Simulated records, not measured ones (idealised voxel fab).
Process module, titled voxel ribs on slabs
Square cell edge 5 nm, section width 155 nm, ID cut.
Cross-section = grid of square cells, listed top down in bands; band = one or more rows.
Read a band's entry like this: the first values are the height of its top and the height of its bottom in nm, and what follows is the sequence of materials from left to right, each with its width in nm. Note that "air" is empty space, and that a single material marked "everywhere" reaches across the band from edge to edge.
We count height from 0. Below that, the starting wafer is all one material. The lowest band never ends at the bottom but goes on down; see "from 0 down" for how that is written.
When a width is written as two numbers, as in "30..40", the first number is the width in the top row of cells of the band and the second is the width in its bottom row, and the width changes by the same amount from each row to the next.
The cross-section has no changed cell in any step marked "no change occurred".
If an empty space has no open way to the top and is at least 8 cells in size, "Cavities, closed" lists it, written width x height at distance, where distance is measured from the left edge and every value is in nm.
If you see something after the settings on a step's line, that's the simulator's own remark about that step.
"overlay nm" on a masked step: distance the mask lay right of its planned place, negative for left.

Steps in the process plan:
1) RECEIVE with material Si
2) DIRECTIONAL_DEP with material SiO2, thk nm 30
3) DIRECTIONAL_DEP with material SiN, thk nm 25
4) PATTERN with tone cover, mask id RIB, material resist, width nm 20, thk nm 15, overlay nm 0
5) DIRECTIONAL_ETCH with etch materials SiN, depth nm 20
6) STRIP with etch materials resist
7) MASKED_ETCH with tone cover, mask id SLAB, width nm 50, etch materials SiN, depth nm 5, overlay nm 0
8) FILL_DEP with material SiO2, thk nm 20
9) CMP with height nm 70
10) DIRECTIONAL_DEP with material W, thk nm 10
11) DIRECTIONAL_DEP with material aC, thk nm 15
12) PATTERN with tone cover, mask id HEATER, material resist, width nm 30, thk nm 30, overlay nm 0
13) DIRECTIONAL_ETCH with etch materials aC, depth nm 15
14) STRIP with etch materials resist
15) DIRECTIONAL_ETCH with etch materials W, depth nm 10
16) STRIP with etch materials aC
17) CONFORMAL_DEP with material SiN, thk nm 5

As-received wafer cross-section (after step 1):
from 0 down = Si everywhere
Cavities, closed: none

Final wafer profile in cross-section after the module, from the same start and plan as above, with one mistake made during processing:
from 5 to 0 = SiN everywhere
from 0 down = Si everywhere
Cavities, closed: none
The mistake made against the process plan was this: step 16 ran differently from the plan; actual operation with settings: STRIP with etch materials SiO2
